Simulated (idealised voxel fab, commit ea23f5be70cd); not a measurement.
Process module name: voxel self aligned contacts
Shown is cross-section cut, with a width of 145 nm and square cells of size 5 nm.
We lay out every cross-section as a grid of square cells and spell it out in bands from the top down, where one band means one or more rows of cells. Band: top height; bottom height; in nm. Then, left to right: material with width in nm, for each material. "full width": a single material spanning edge to edge. "empty": empty space. Zero point of the height axis is 0; under it, received wafer = one material. Lowest band: continues down indefinitely, "0..down". Top row gets the first number, bottom row gets the second, and each row in between changes by the same step: that is how a band width like "30->40" works. Given "no alterations made" for a step, no cell of the cross-section differs between before and after that step. This entry, "Enclosed voids", enumerates those empty regions of no fewer than 8 cells that possess no open connection to the top. Each region is reported in the form width x height at distance, the distance being taken from the left edge, with all three quantities expressed in nm. Note: text after step settings on the step line = simulator remark on that step. overlay nm: step with mask; distance mask lay right of planned place; negative value = left of planned place.

## Steps in the process plan
1) RECEIVE [material Si]
2) CONFORMAL_DEP [material SiO2] [thk nm 5]
3) DIRECTIONAL_DEP [material polySi] [thk nm 30]
4) DIRECTIONAL_DEP [material SiN] [thk nm 20]
5) DIRECTIONAL_DEP [material aC] [thk nm 15]
6) PATTERN [tone cover] [mask id GATE] [material resist] [width nm 30] [pitch nm 55] [thk nm 30] [overlay nm 0]
7) DIRECTIONAL_ETCH [etch materials aC] [depth nm 15]
8) STRIP [etch materials resist]
9) DIRECTIONAL_ETCH [etch materials SiN] [depth nm 20]
10) DIRECTIONAL_ETCH [etch materials polySi] [depth nm 30]
11) STRIP [etch materials aC]
12) CONFORMAL_DEP [material SiN] [thk nm 5]
13) DIRECTIONAL_ETCH [etch materials SiN] [depth nm 5]
14) FILL_DEP [material SiO2] [thk nm 10]
15) CMP [height nm 60]
16) MASKED_ETCH [tone open] [mask id CONTACT] [width nm 35] [etch materials SiO2] [depth nm 60] [overlay nm -15]
17) CONFORMAL_DEP [material TiN] [thk nm 5]
18) FILL_DEP [material W] [thk nm 10]
19) CMP [height nm 60]
20) CONFORMAL_DEP [material SiN] [thk nm 5]
The overlay nm used in step 16 is not the same on every wafer, whereas the starting condition is; the value printed in the plan is the first wafer's.

## Cross-section, first of several wafers, as delivered after step 1
  0..down: Si full width
  Enclosed voids: none

## Once step 20, the last step, is complete, the module is at its end; this is the cross-section of the first of several wafers
  65..60: SiN full width
  60..55: SiO2=40 | TiN=35 | SiO2=70
  55..35: SiO2=25 | SiN=40 | TiN=10 | SiO2=5 | SiN=40 | SiO2=25
  35..5: SiO2=25 | SiN=5 | polySi=30 | SiN=5 | TiN=10 | SiO2=5 | SiN=5 | polySi=30 | SiN=5 | SiO2=25
  5..0: SiO2=65 | TiN=10 | SiO2=70
  0..down: Si full width
  Enclosed voids: none

## Cross-sectional view, end of module, last wafer of several
  65..60: SiN full width
  60..55: SiO2=70 | TiN=35 | SiO2=40
  55..35: SiO2=25 | SiN=40 | SiO2=5 | TiN=10 | SiN=40 | SiO2=25
  35..5: SiO2=25 | SiN=5 | polySi=30 | SiN=5 | SiO2=5 | TiN=10 | SiN=5 | polySi=30 | SiN=5 | SiO2=25
  5..0: SiO2=70 | TiN=10 | SiO2=65
  0..down: Si full width
  Enclosed voids: none

## Per wafer, end of module: cells gained (+) or lost (-) per material since receipt, then closed voids
overlay nm -15, +117 SiN, +159 SiO2, +29 TiN, +72 polySi, Enclosed voids: none
overlay nm -10, +117 SiN, +148 SiO2, +29 TiN, +11 W, +72 polySi, Enclosed voids: none
overlay nm -5, +117 SiN, +148 SiO2, +29 TiN, +11 W, +72 polySi, Enclosed voids: none
overlay nm 0, +117 SiN, +148 SiO2, +29 TiN, +11 W, +72 polySi, Enclosed voids: none
overlay nm 5, +117 SiN, +148 SiO2, +29 TiN, +11 W, +72 polySi, Enclosed voids: none
overlay nm 10, +117 SiN, +148 SiO2, +29 TiN, +11 W, +72 polySi, Enclosed voids: none
overlay nm 15, +117 SiN, +159 SiO2, +29 TiN, +72 polySi, Enclosed voids: none
